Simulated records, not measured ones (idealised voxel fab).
Module name: voxel capacitor over wiring (process module)
Displayed cross-section: cut, width of 200 nm, square cells sized 5 nm.
Square cells in a grid make up a cross-section in this document, and the grid is given as bands, listed from the top down, each one or more rows of cells. Heights first: top, then bottom, in nm. Then materials, left to right, each with a width in nm. "all across" on a single material: fills the band edge to edge. "blank": empty space. Measure heights from 0. That's the level where, below it, the as-received wafer is all one material. The lowest band is bottomless and extends downward; write it as in "from 0 down". You'd read "30 to 40" like this: the band's top row of cells is as wide as the first number, its bottom row is as wide as the second, and going down, every row changes width by the same amount as the row before did. Where the words "remains unaltered" appear for a step, the cross-section shows no cell changed by that step; every cell remained as before. Listed in "Closed void register": every empty space of 8 or more cells without an open way to the top. Form: width x height at distance, the distance being from the left edge, all in nm. On each step's line, the part that comes after the settings is the simulator's own comment on the step. If you see "overlay nm" on a step's line and that step has a mask, it's telling you how far right of where it was planned the mask ended up; a negative number means it went left instead.

[The process steps that were planned are listed below]
- 1: RECEIVE [material Si]
- 2: CONFORMAL_DEP [material SiO2] [thk nm 15]
- 3: CONFORMAL_DEP [material SiCN] [thk nm 5]
- 4: DIRECTIONAL_DEP [material SiO2] [thk nm 20]
- 5: DIRECTIONAL_DEP [material aC] [thk nm 15]
- 6: PATTERN [tone open] [mask id METAL_1] [material resist] [width nm 25] [pitch nm 90] [thk nm 35] [overlay nm 0]
- 7: DIRECTIONAL_ETCH [etch materials aC] [depth nm 15]
- 8: STRIP [etch materials resist]
- 9: DIRECTIONAL_ETCH [etch materials SiO2] [depth nm 20]
- 10: DIRECTIONAL_ETCH [etch materials SiCN] [depth nm 5]
- 11: STRIP [etch materials aC]
- 12: CONFORMAL_DEP [material TiN] [thk nm 5]
- 13: FILL_DEP [material Cu] [thk nm 10]
- 14: CMP [height nm 40]
- 15: EPI [material Ru] [thk nm 5]
- 16: FILL_DEP [material SiCN] [thk nm 5]
- 17: DIRECTIONAL_DEP [material lowk] [thk nm 10]
- 18: PATTERN [tone open] [mask id PLUG_1] [material resist] [width nm 15] [thk nm 20] [overlay nm 0]
- 19: DIRECTIONAL_ETCH [etch materials lowk] [depth nm 10]
- 20: DIRECTIONAL_ETCH [etch materials SiCN] [depth nm 5]
- 21: STRIP [etch materials resist]
- 22: EPI [material Ru] [thk nm 10]
- 23: EPI [material Ru] [thk nm 5]
- 24: DIRECTIONAL_DEP [material TiN] [thk nm 10]
- 25: DIRECTIONAL_DEP [material HfO2] [thk nm 5]
- 26: DIRECTIONAL_DEP [material TiN] [thk nm 5]
- 27: DIRECTIONAL_DEP [material aC] [thk nm 10]
- 28: PATTERN [tone cover] [mask id UPPER_PLATE] [material resist] [width nm 70] [thk nm 25] [overlay nm 0]
- 29: DIRECTIONAL_ETCH [etch materials aC] [depth nm 10]
- 30: STRIP [etch materials resist]
- 31: DIRECTIONAL_ETCH [etch materials TiN] [depth nm 5]
- 32: DIRECTIONAL_ETCH [etch materials HfO2] [depth nm 5]
- 33: STRIP [etch materials aC]
- 34: PATTERN [tone cover] [mask id LOWER_PLATE] [material resist] [width nm 80] [thk nm 15] [overlay nm 0]
- 35: DIRECTIONAL_ETCH [etch materials TiN] [depth nm 10]
- 36: STRIP [etch materials resist]
- 37: FILL_DEP [material SiO2] [thk nm 20]
- 38: CMP [height nm 95]
- 39: DIRECTIONAL_DEP [material aC] [thk nm 15]
- 40: PATTERN [tone open] [mask id PLUG_2] [material resist] [width nm 15] [thk nm 30] [overlay nm 0]
- 41: DIRECTIONAL_ETCH [etch materials aC] [depth nm 15]
- 42: STRIP [etch materials resist]
- 43: DIRECTIONAL_ETCH [etch materials SiO2] [depth nm 15]
- 44: STRIP [etch materials aC]
- 45: CONFORMAL_DEP [material TiN] [thk nm 5]
- 46: FILL_DEP [material Ru] [thk nm 5]
- 47: CMP [height nm 95]
- 48: CONFORMAL_DEP [material SiCN] [thk nm 5]

[Below: the first of two wafers, run as planned]

[Delivered wafer in cross-section: state after step 1]
* from 0 down  Si all across
* Closed void register: none

[Cross-section through the wafer, step 2 finished]
* from 15 to 0  SiO2 all across
* Under 0: no change, same as before.

[Cross-section through the wafer, step 3 finished]
* from 20 to 15  SiCN all across
* Under 15: no change, same as before.

[Cross-section through the wafer, step 4 finished]
* from 40 to 20  SiO2 all across
* Under 20: no change, same as before.

[Cross-section through the wafer, step 5 finished]
* from 55 to 40  aC all across
* Under 40: no change, same as before.

[Cross-section through the wafer, step 6 finished]
* from 90 to 55  resist (40); blank (25); resist (65); blank (25); resist (45)
* Under 55: no change, same as before.

[Cross-section through the wafer, step 7 finished]
* from 75 to 55  resist (40); blank (25); resist (65); blank (25); resist (45)
* from 55 to 40  aC (40); blank (25); aC (65); blank (25); aC (45)
* Under 40: no change, same as before.

[Cross-section through the wafer, step 8 finished]
* from 55 to 40  aC (40); blank (25); aC (65); blank (25); aC (45)
* Under 40: no change, same as before.

[Cross-section through the wafer, step 9 finished]
* from 55 to 40  aC (40); blank (25); aC (65); blank (25); aC (45)
* from 40 to 20  SiO2 (40); blank (25); SiO2 (65); blank (25); SiO2 (45)
* Under 20: no change, same as before.

[Cross-section through the wafer, step 10 finished]
* from 55 to 40  aC (40); blank (25); aC (65); blank (25); aC (45)
* from 40 to 20  SiO2 (40); blank (25); SiO2 (65); blank (25); SiO2 (45)
* from 20 to 15  SiCN (40); blank (25); SiCN (65); blank (25); SiCN (45)
* Under 15: no change, same as before.

[Cross-section through the wafer, step 11 finished]
* from 40 to 20  SiO2 (40); blank (25); SiO2 (65); blank (25); SiO2 (45)
* Under 20: no change, same as before.

[Cross-section through the wafer, step 12 finished]
* from 45 to 40  TiN (45); blank (15); TiN (75); blank (15); TiN (50)
* from 40 to 20  SiO2 (40); TiN (5); blank (15); TiN (5); SiO2 (65); TiN (5); blank (15); TiN (5); SiO2 (45)
* from 20 to 15  SiCN (40); TiN (25); SiCN (65); TiN (25); SiCN (45)
* Under 15: no change, same as before.

[Cross-section through the wafer, step 13 finished]
* from 55 to 45  Cu all across
* from 45 to 40  TiN (45); Cu (15); TiN (75); Cu (15); TiN (50)
* from 40 to 20  SiO2 (40); TiN (5); Cu (15); TiN (5); SiO2 (65); TiN (5); Cu (15); TiN (5); SiO2 (45)
* Under 20: no change, same as before.

[Cross-section through the wafer, step 14 finished]
* from 40 to 20  SiO2 (40); TiN (5); Cu (15); TiN (5); SiO2 (65); TiN (5); Cu (15); TiN (5); SiO2 (45)
* Under 20: no change, same as before.

[Cross-section through the wafer, step 15 finished]
* from 45 to 40  blank (35); Ru (35); blank (55); Ru (35); blank (40)
* Under 40: no change, same as before.

[Cross-section through the wafer, step 16 finished]
* from 50 to 45  SiCN all across
* from 45 to 40  SiCN (35); Ru (35); SiCN (55); Ru (35); SiCN (40)
* Under 40: no change, same as before.

[Cross-section through the wafer, step 17 finished]
* from 60 to 50  lowk all across
* Under 50: no change, same as before.

[Cross-section through the wafer, step 18 finished]
* from 80 to 60  resist (50); blank (15); resist (135)
* Under 60: no change, same as before.

[Cross-section through the wafer, step 19 finished]
* from 80 to 60  resist (50); blank (15); resist (135)
* from 60 to 50  lowk (50); blank (15); lowk (135)
* Under 50: no change, same as before.

[Cross-section through the wafer, step 20 finished]
* from 80 to 60  resist (50); blank (15); resist (135)
* from 60 to 50  lowk (50); blank (15); lowk (135)
* from 50 to 45  SiCN (50); blank (15); SiCN (135)
* Under 45: no change, same as before.

[Cross-section through the wafer, step 21 finished]
* from 60 to 50  lowk (50); blank (15); lowk (135)
* Under 50: no change, same as before.

[Cross-section through the wafer, step 22 finished]
* from 60 to 55  lowk (50); blank (15); lowk (135)
* from 55 to 50  lowk (50); Ru (15); lowk (135)
* from 50 to 45  SiCN (50); Ru (15); SiCN (135)
* Under 45: no change, same as before.

[Cross-section through the wafer, step 23 finished]
* from 60 to 50  lowk (50); Ru (15); lowk (135)
* Under 50: no change, same as before.

[Cross-section through the wafer, step 24 finished]
* from 70 to 60  TiN all across
* Under 60: no change, same as before.

[Cross-section through the wafer, step 25 finished]
* from 75 to 70  HfO2 all across
* Under 70: no change, same as before.

[Cross-section through the wafer, step 26 finished]
* from 80 to 75  TiN all across
* Under 75: no change, same as before.

[Cross-section through the wafer, step 27 finished]
* from 90 to 80  aC all across
* Under 80: no change, same as before.

[Cross-section through the wafer, step 28 finished]
* from 115 to 90  blank (50); resist (70); blank (80)
* Under 90: no change, same as before.

[Cross-section through the wafer, step 29 finished]
* from 105 to 90  blank (50); resist (70); blank (80)
* from 90 to 80  blank (50); aC (70); blank (80)
* Under 80: no change, same as before.

[Cross-section through the wafer, step 30 finished]
* from 90 to 80  blank (50); aC (70); blank (80)
* Under 80: no change, same as before.

[Cross-section through the wafer, step 31 finished]
* from 90 to 80  blank (50); aC (70); blank (80)
* from 80 to 75  blank (50); TiN (70); blank (80)
* Under 75: no change, same as before.

[Cross-section through the wafer, step 32 finished]
* from 90 to 80  blank (50); aC (70); blank (80)
* from 80 to 75  blank (50); TiN (70); blank (80)
* from 75 to 70  blank (50); HfO2 (70); blank (80)
* Under 70: no change, same as before.

[Cross-section through the wafer, step 33 finished]
* from 80 to 75  blank (50); TiN (70); blank (80)
* Under 75: no change, same as before.

[Cross-section through the wafer, step 34 finished]
* from 95 to 80  blank (45); resist (80); blank (75)
* from 80 to 75  blank (45); resist (5); TiN (70); resist (5); blank (75)
* from 75 to 70  blank (45); resist (5); HfO2 (70); resist (5); blank (75)
* Under 70: no change, same as before.

[Cross-section through the wafer, step 35 finished]
* from 95 to 80  blank (45); resist (80); blank (75)
* from 80 to 75  blank (45); resist (5); TiN (70); resist (5); blank (75)
* from 75 to 70  blank (45); resist (5); HfO2 (70); resist (5); blank (75)
* from 70 to 60  blank (45); TiN (80); blank (75)
* Under 60: no change, same as before.

[Cross-section through the wafer, step 36 finished]
* from 80 to 75  blank (50); TiN (70); blank (80)
* from 75 to 70  blank (50); HfO2 (70); blank (80)
* Under 70: no change, same as before.

[Cross-section through the wafer, step 37 finished]
* from 100 to 80  SiO2 all across
* from 80 to 75  SiO2 (50); TiN (70); SiO2 (80)
* from 75 to 70  SiO2 (50); HfO2 (70); SiO2 (80)
* from 70 to 60  SiO2 (45); TiN (80); SiO2 (75)
* Under 60: no change, same as before.

[Cross-section through the wafer, step 38 finished]
* from 95 to 80  SiO2 all across
* Under 80: no change, same as before.

[Cross-section through the wafer, step 39 finished]
* from 110 to 95  aC all across
* Under 95: no change, same as before.

[Cross-section through the wafer, step 40 finished]
* from 140 to 110  resist (60); blank (15); resist (125)
* Under 110: no change, same as before.

[Cross-section through the wafer, step 41 finished]
* from 125 to 110  resist (60); blank (15); resist (125)
* from 110 to 95  aC (60); blank (15); aC (125)
* Under 95: no change, same as before.

[Cross-section through the wafer, step 42 finished]
* from 110 to 95  aC (60); blank (15); aC (125)
* Under 95: no change, same as before.

[Cross-section through the wafer, step 43 finished]
* from 110 to 95  aC (60); blank (15); aC (125)
* from 95 to 80  SiO2 (60); blank (15); SiO2 (125)
* Under 80: no change, same as before.

[Cross-section through the wafer, step 44 finished]
* from 95 to 80  SiO2 (60); blank (15); SiO2 (125)
* Under 80: no change, same as before.

[Cross-section through the wafer, step 45 finished]
* from 100 to 95  TiN (65); blank (5); TiN (130)
* from 95 to 85  SiO2 (60); TiN (5); blank (5); TiN (5); SiO2 (125)
* from 85 to 75  SiO2 (60 to 50); TiN (15 to 70); SiO2 (125 to 80)
* Under 75: no change, same as before.

[Cross-section through the wafer, step 46 finished]
* from 105 to 100  Ru all across
* from 100 to 95  TiN (65); Ru (5); TiN (130)
* from 95 to 85  SiO2 (60); TiN (5); Ru (5); TiN (5); SiO2 (125)
* Under 85: no change, same as before.

[Cross-section through the wafer, step 47 finished]
* from 95 to 85  SiO2 (60); TiN (5); Ru (5); TiN (5); SiO2 (125)
* Under 85: no change, same as before.

[Cross-section through the wafer, step 48 finished]
* from 100 to 95  SiCN all across
* Under 95: no change, same as before.

[Second wafer - shared start and plan with the first - one error in running - same as the first up to step 5 inclusive]

[when step 6 should have ended]
* from 90 to 55  resist (45); blank (20); resist (70); blank (20); resist (45)
* Under 55: no change, same as before.

[when step 7 should have ended]
* from 75 to 55  resist (45); blank (20); resist (70); blank (20); resist (45)
* from 55 to 40  aC (45); blank (20); aC (70); blank (20); aC (45)
* Under 40: no change, same as before.

[when step 8 should have ended]
* from 55 to 40  aC (45); blank (20); aC (70); blank (20); aC (45)
* Under 40: no change, same as before.

[when step 9 should have ended]
* from 55 to 40  aC (45); blank (20); aC (70); blank (20); aC (45)
* from 40 to 20  SiO2 (45); blank (20); SiO2 (70); blank (20); SiO2 (45)
* Under 20: no change, same as before.

[when step 10 should have ended]
* from 55 to 40  aC (45); blank (20); aC (70); blank (20); aC (45)
* from 40 to 20  SiO2 (45); blank (20); SiO2 (70); blank (20); SiO2 (45)
* from 20 to 15  SiCN (45); blank (20); SiCN (70); blank (20); SiCN (45)
* Under 15: no change, same as before.

[when step 11 should have ended]
* from 40 to 20  SiO2 (45); blank (20); SiO2 (70); blank (20); SiO2 (45)
* Under 20: no change, same as before.

[when step 12 should have ended]
* from 45 to 40  TiN (50); blank (10); TiN (80); blank (10); TiN (50)
* from 40 to 20  SiO2 (45); TiN (5); blank (10); TiN (5); SiO2 (70); TiN (5); blank (10); TiN (5); SiO2 (45)
* from 20 to 15  SiCN (45); TiN (20); SiCN (70); TiN (20); SiCN (45)
* Under 15: no change, same as before.

[when step 13 should have ended]
* from 55 to 45  Cu all across
* from 45 to 40  TiN (50); Cu (10); TiN (80); Cu (10); TiN (50)
* from 40 to 20  SiO2 (45); TiN (5); Cu (10); TiN (5); SiO2 (70); TiN (5); Cu (10); TiN (5); SiO2 (45)
* Under 20: no change, same as before.

[when step 14 should have ended]
* from 40 to 20  SiO2 (45); TiN (5); Cu (10); TiN (5); SiO2 (70); TiN (5); Cu (10); TiN (5); SiO2 (45)
* Under 20: no change, same as before.

[when step 15 should have ended]
* from 45 to 40  blank (40); Ru (30); blank (60); Ru (30); blank (40)
* Under 40: no change, same as before.

[when step 16 should have ended]
* from 50 to 45  SiCN all across
* from 45 to 40  SiCN (40); Ru (30); SiCN (60); Ru (30); SiCN (40)
* Under 40: no change, same as before.

[when step 17 should have ended]
* from 60 to 50  lowk all across
* Under 50: no change, same as before.

[when step 18 should have ended]
* from 80 to 60  resist (50); blank (15); resist (135)
* Under 60: no change, same as before.

[when step 19 should have ended]
* from 80 to 60  resist (50); blank (15); resist (135)
* from 60 to 50  lowk (50); blank (15); lowk (135)
* Under 50: no change, same as before.

[when step 20 should have ended]
* from 80 to 60  resist (50); blank (15); resist (135)
* from 60 to 50  lowk (50); blank (15); lowk (135)
* from 50 to 45  SiCN (50); blank (15); SiCN (135)
* Under 45: no change, same as before.

[when step 21 should have ended]
* from 60 to 50  lowk (50); blank (15); lowk (135)
* Under 50: no change, same as before.

[when step 22 should have ended]
* from 60 to 55  lowk (50); blank (15); lowk (135)
* from 55 to 50  lowk (50); Ru (15); lowk (135)
* from 50 to 45  SiCN (50); Ru (15); SiCN (135)
* Under 45: no change, same as before.

[when step 23 should have ended]
* from 60 to 50  lowk (50); Ru (15); lowk (135)
* Under 50: no change, same as before.

[when step 24 should have ended]
* from 70 to 60  TiN all across
* Under 60: no change, same as before.

[when step 25 should have ended]
* from 75 to 70  HfO2 all across
* Under 70: no change, same as before.

[when step 26 should have ended]
* from 80 to 75  TiN all across
* Under 75: no change, same as before.

[when step 27 should have ended]
* from 90 to 80  aC all across
* Under 80: no change, same as before.

[when step 28 should have ended]
* from 115 to 90  blank (50); resist (70); blank (80)
* Under 90: no change, same as before.

[when step 29 should have ended]
* from 105 to 90  blank (50); resist (70); blank (80)
* from 90 to 80  blank (50); aC (70); blank (80)
* Under 80: no change, same as before.

[when step 30 should have ended]
* from 90 to 80  blank (50); aC (70); blank (80)
* Under 80: no change, same as before.

[when step 31 should have ended]
* from 90 to 80  blank (50); aC (70); blank (80)
* from 80 to 75  blank (50); TiN (70); blank (80)
* Under 75: no change, same as before.

[when step 32 should have ended]
* from 90 to 80  blank (50); aC (70); blank (80)
* from 80 to 75  blank (50); TiN (70); blank (80)
* from 75 to 70  blank (50); HfO2 (70); blank (80)
* Under 70: no change, same as before.

[when step 33 should have ended]
* from 80 to 75  blank (50); TiN (70); blank (80)
* Under 75: no change, same as before.

[when step 34 should have ended]
* from 95 to 80  blank (45); resist (80); blank (75)
* from 80 to 75  blank (45); resist (5); TiN (70); resist (5); blank (75)
* from 75 to 70  blank (45); resist (5); HfO2 (70); resist (5); blank (75)
* Under 70: no change, same as before.

[when step 35 should have ended]
* from 95 to 80  blank (45); resist (80); blank (75)
* from 80 to 75  blank (45); resist (5); TiN (70); resist (5); blank (75)
* from 75 to 70  blank (45); resist (5); HfO2 (70); resist (5); blank (75)
* from 70 to 60  blank (45); TiN (80); blank (75)
* Under 60: no change, same as before.

[when step 36 should have ended]
* from 80 to 75  blank (50); TiN (70); blank (80)
* from 75 to 70  blank (50); HfO2 (70); blank (80)
* Under 70: no change, same as before.

[when step 37 should have ended]
* from 100 to 80  SiO2 all across
* from 80 to 75  SiO2 (50); TiN (70); SiO2 (80)
* from 75 to 70  SiO2 (50); HfO2 (70); SiO2 (80)
* from 70 to 60  SiO2 (45); TiN (80); SiO2 (75)
* Under 60: no change, same as before.

[when step 38 should have ended]
* from 95 to 80  SiO2 all across
* Under 80: no change, same as before.

[when step 39 should have ended]
* from 110 to 95  aC all across
* Under 95: no change, same as before.

[when step 40 should have ended]
* from 140 to 110  resist (60); blank (15); resist (125)
* Under 110: no change, same as before.

[when step 41 should have ended]
* from 125 to 110  resist (60); blank (15); resist (125)
* from 110 to 95  aC (60); blank (15); aC (125)
* Under 95: no change, same as before.

[when step 42 should have ended]
* from 110 to 95  aC (60); blank (15); aC (125)
* Under 95: no change, same as before.

[when step 43 should have ended]
* from 110 to 95  aC (60); blank (15); aC (125)
* from 95 to 80  SiO2 (60); blank (15); SiO2 (125)
* Under 80: no change, same as before.

[when step 44 should have ended]
* from 95 to 80  SiO2 (60); blank (15); SiO2 (125)
* Under 80: no change, same as before.

[when step 45 should have ended]
* from 100 to 95  TiN (65); blank (5); TiN (130)
* from 95 to 85  SiO2 (60); TiN (5); blank (5); TiN (5); SiO2 (125)
* from 85 to 75  SiO2 (60 to 50); TiN (15 to 70); SiO2 (125 to 80)
* Under 75: no change, same as before.

[when step 46 should have ended]
* from 105 to 100  Ru all across
* from 100 to 95  TiN (65); Ru (5); TiN (130)
* from 95 to 85  SiO2 (60); TiN (5); Ru (5); TiN (5); SiO2 (125)
* Under 85: no change, same as before.

[when step 47 should have ended]
* from 95 to 85  SiO2 (60); TiN (5); Ru (5); TiN (5); SiO2 (125)
* Under 85: no change, same as before.

[when step 48 should have ended]
* from 100 to 95  SiCN all across
* Under 95: no change, same as before.
What was done differently from what was planned? step 6: run off-plan, actual operation and settings PATTERN [tone open] [mask id METAL_1] [material resist] [width nm 20] [pitch nm 90] [thk nm 35] [overlay nm 0]
Materials where the second wafer ends with more or fewer cells than the first: Cu -8; Ru -2; SiCN +4; SiO2 +8; TiN -2
